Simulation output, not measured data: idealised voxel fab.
Module name: voxel air gaps (process module)
245 nm wide, 5 nm square cells: that's cross-section cut.
If you're reading a cross-section in this doc, picture square cells in a grid; it comes to you as bands, top ones listed first down to the bottom, and a band can be one or more rows of cells. The entry gives the band's vertical extent as a top height and a bottom height in nm, then its horizontal make-up as materials from left to right, each with a width in nm. "empty" stands for empty space; a single material marked "all across" fills the band edge to edge. For the purposes of this specification, 0 denotes the height below which the wafer in its as-received condition is composed wholly of one material, and the lowermost band, lacking a lower limit, extends downward without end, as expressed in "top 0, no bottom". Graded width ("30 to 40"): value in top row of band = first number; value in bottom row = second number; row-to-row change constant. Step note "remained the same" = no cross-section cell changed. Look at "Closed internal cavities" for the closed voids: empty spaces with no open path to the top, sized 8 cells or up. Each is width x height at distance, distance from the left edge, all nm. Whatever follows a step's settings on its line is a remark the simulator itself makes about that step. Steps that use a mask can have "overlay nm" on their line. It says how far the mask sat to the right of where it was meant to be. Negative means to the left.

PLAN
1: RECEIVE [material Si]
2: CONFORMAL_DEP [material SiO2] [thk nm 10]
3: CONFORMAL_DEP [material SiN] [thk nm 5]
4: DIRECTIONAL_DEP [material lowk] [thk nm 40]
5: DIRECTIONAL_DEP [material aC] [thk nm 10]
6: PATTERN [tone open] [mask id LINES] [material resist] [width nm 25] [pitch nm 50] [thk nm 30] [overlay nm 0]
7: DIRECTIONAL_ETCH [etch materials aC] [depth nm 10]
8: STRIP [etch materials resist]
9: DIRECTIONAL_ETCH [etch materials lowk] [depth nm 40]
10: STRIP [etch materials aC]
11: CONFORMAL_DEP [material TiN] [thk nm 5]
12: FILL_DEP [material Ru] [thk nm 5]
13: CMP [height nm 55]
14: EPI [material Ru] [thk nm 10]
15: SELECTIVE_ETCH [etch materials lowk] [depth nm 50]
16: CONFORMAL_DEP [material SiN] [thk nm 5]

CROSS-SECTION OF THE INCOMING WAFER, STATE AFTER STEP 1
top 0, no bottom | Si all across
Closed internal cavities: none

WAFER CROSS-SECTION AT MODULE END: FIRST OF TWO, RUN TO PLAN
top 70, bottom 65 | empty 45, SiN 155, empty 45
top 65, bottom 55 | empty 45, SiN 5, Ru 45, SiN 5, Ru 45, SiN 5, Ru 45, SiN 5, empty 45
top 55, bottom 50 | empty 45, SiN 15, TiN 5, Ru 15, TiN 5, SiN 25, TiN 5, Ru 15, TiN 5, SiN 25, TiN 5, Ru 15, TiN 5, SiN 15, empty 45
top 50, bottom 20 | empty 55, SiN 5, TiN 5, Ru 15, TiN 5, SiN 5, empty 15, SiN 5, TiN 5, Ru 15, TiN 5, SiN 5, empty 15, SiN 5, TiN 5, Ru 15, TiN 5, SiN 5, empty 55
top 20, bottom 15 | SiN 60, TiN 25, SiN 25, TiN 25, SiN 25, TiN 25, SiN 60
top 15, bottom 10 | SiN all across
top 10, bottom 0 | SiO2 all across
top 0, no bottom | Si all across
Closed internal cavities: 15 x 30 at 90; 15 x 30 at 140

SECOND WAFER AT THE END: LIKE START, LIKE PLAN, ONE MISTAKE
top 70, bottom 65 | SiN all across
top 65, bottom 55 | Ru 70, SiN 5, Ru 45, SiN 5, Ru 45, SiN 5, Ru 70
top 55, bottom 50 | Ru 55, TiN 5, SiN 25, TiN 5, Ru 15, TiN 5, SiN 25, TiN 5, Ru 15, TiN 5, SiN 25, TiN 5, Ru 55
top 50, bottom 20 | Ru 55, TiN 5, SiN 5, empty 15, SiN 5, TiN 5, Ru 15, TiN 5, SiN 5, empty 15, SiN 5, TiN 5, Ru 15, TiN 5, SiN 5, empty 15, SiN 5, TiN 5, Ru 55
top 20, bottom 15 | TiN 60, SiN 25, TiN 25, SiN 25, TiN 25, SiN 25, TiN 60
top 15, bottom 10 | SiN all across
top 10, bottom 0 | SiO2 all across
top 0, no bottom | Si all across
Closed internal cavities: 15 x 30 at 65; 15 x 30 at 115; 15 x 30 at 165
Want to know what went wrong? step 6 did not use the planned setting and instead ran as PATTERN [tone cover] [mask id LINES] [material resist] [width nm 25] [pitch nm 50] [thk nm 30] [overlay nm 0]
Looking at both finished wafers in cells, the second ends up ahead of or behind the first on some materials: 171 more of Ru, 4 fewer of SiN, 19 more of TiN
So at the end we're looking at 2 closed voids on the first wafer and 3 on the second.
